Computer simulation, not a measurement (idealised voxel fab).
process module | voxel air gaps
Shown is cross-section cut, with a width of 175 nm and square cells of size 5 nm.
Cross-section, as written here: a square-cell grid given band by band from the top down, where a band holds one or more rows of cells. Top height, bottom height, nm. Materials left to right, width each, nm. Single material + "all across" = fills band edge to edge. "blank" = empty. Note: height 0 marks the level under which the wafer is uniformly one material as received. Lowest band unbounded below, written "0 down". When a width is written as two numbers, as in "30..40", the first number is the width in the top row of cells of the band and the second is the width in its bottom row, and the width changes by the same amount from each row to the next. Key: "nothing changed" - step with no changed cell in the cross-section. "Enclosed void entries" enumerates empty spaces isolated from the top, with no open way to it, that contain at least 8 cells, giving each as width x height at distance from the left edge, all three in nm. The remark found on a step's line after its settings is issued by the simulator itself and pertains to that step. On any step carrying a mask, the "overlay nm" setting, if present on the step's line, tells how far right of its planned place the mask lay; negative values point to the left.
Planned process steps
1,RECEIVE,material Si
2,CONFORMAL_DEP,material SiO2,thk nm 15
3,CONFORMAL_DEP,material SiCN,thk nm 5
4,DIRECTIONAL_DEP,material lowk,thk nm 35
5,DIRECTIONAL_DEP,material aC,thk nm 15
6,PATTERN,tone open,mask id LINES,material resist,width nm 25,pitch nm 50,thk nm 30,overlay nm 0
7,DIRECTIONAL_ETCH,etch materials aC,depth nm 15
8,STRIP,etch materials resist
9,DIRECTIONAL_ETCH,etch materials lowk,depth nm 35
10,STRIP,etch materials aC
11,CONFORMAL_DEP,material TiN,thk nm 5
12,FILL_DEP,material Cu,thk nm 5
13,CMP,height nm 55
14,EPI,material Ru,thk nm 10
15,SELECTIVE_ETCH,etch materials lowk,depth nm 45
16,CONFORMAL_DEP,material SiCN,thk nm 5
Here's what the wafer looked like in cross-section when it arrived - that's after step 1
	0 down = Si all across
	Enclosed void entries: none
End state of the module in cross-section, given the above starting point and plan and one mistake in execution
	70 to 65 = blank (10), SiCN (155), blank (10)
	65 to 55 = blank (10), SiCN (5), Ru (45), SiCN (5), Ru (45), SiCN (5), Ru (45), SiCN (5), blank (10)
	55 to 25 = blank (10), SiCN (5), Ru (10), TiN (5), Cu (15), TiN (5), Ru (10), SiCN (5), Ru (10), TiN (5), Cu (15), TiN (5), Ru (10), SiCN (5), Ru (10), TiN (5), Cu (15), TiN (5), Ru (10), SiCN (5), blank (10)
	25 to 20 = SiCN (15), Ru (10), TiN (25), Ru (10), SiCN (5), Ru (10), TiN (25), Ru (10), SiCN (5), Ru (10), TiN (25), Ru (10), SiCN (15)
	20 to 15 = SiCN all across
	15 to 0 = SiO2 all across
	0 down = Si all across
	Enclosed void entries: none
So what did we get wrong on this run? step 15 occupied the plan position of step 14, and the converse holds as well
